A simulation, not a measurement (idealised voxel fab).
This is a process module. Its name is voxel ribs on slabs.
Section cut is 285 nm wide and gridded with 5 nm square cells.
Cross-section, as written here: a square-cell grid given band by band from the top down, where a band holds one or more rows of cells. Heights first: top, then bottom, in nm. Then materials, left to right, each with a width in nm. "all across" on a single material: fills the band edge to edge. "blank": empty space. The reference from which all heights are counted is 0, the level beneath which the as-received wafer is entirely one material; the lowest band, having no lower bound, proceeds downward and is written after the example "0..down". The two numbers in a width such as "30..40" mark its ends across the band: the first belongs to the top row of cells, the second to the bottom row, and from each row to the next the width moves by the same amount. You'll sometimes find "nothing altered" written for a step, and that's the way of saying that nowhere in the cross-section did a cell change during that step. Unvented voids: empty space of 8 cells or more with no open way to the top, each as width x height at its distance from the left edge, in nm. On a step's line, text after the settings is the simulator commenting on that step. overlay nm: on a step with a mask, how far right of its planned place the mask lay; negative means left.
# Steps in the process plan
1. RECEIVE: material Si
2. DIRECTIONAL_DEP: material SiO2, thk nm 20
3. DIRECTIONAL_DEP: material polySi, thk nm 15
4. MASKED_ETCH: tone cover, mask id RIB, width nm 20, etch materials polySi, depth nm 5, overlay nm 0
5. DIRECTIONAL_DEP: material aC, thk nm 10
6. PATTERN: tone cover, mask id SLAB, material resist, width nm 50, thk nm 25, overlay nm 0
7. DIRECTIONAL_ETCH: etch materials aC, depth nm 10
8. STRIP: etch materials resist
9. DIRECTIONAL_ETCH: etch materials polySi, depth nm 10
10. STRIP: etch materials aC
11. FILL_DEP: material SiO2, thk nm 20
12. CMP: height nm 45
13. DIRECTIONAL_DEP: material TiN, thk nm 5
14. PATTERN: tone cover, mask id HEATER, material resist, width nm 30, thk nm 20, overlay nm 0
15. DIRECTIONAL_ETCH: etch materials TiN, depth nm 5
16. STRIP: etch materials resist
17. CONFORMAL_DEP: material SiO2, thk nm 10
# Incoming wafer in cross-section (state: after step 1)
	0..down: Si all across
	Unvented voids: none
# The plan above was carried out on the starting structure above with one mistake, and this cross-section shows the wafer at the end of the module
	50..45: blank 125 nm  TiN 30 nm  blank 130 nm
	45..35: SiO2 all across
	35..30: SiO2 130 nm  polySi 20 nm  SiO2 135 nm
	30..20: SiO2 115 nm  polySi 50 nm  SiO2 120 nm
	20..0: SiO2 all across
	0..down: Si all across
	Unvented voids: none
Misprocessing identified: skipped: plan step 17 (never run)
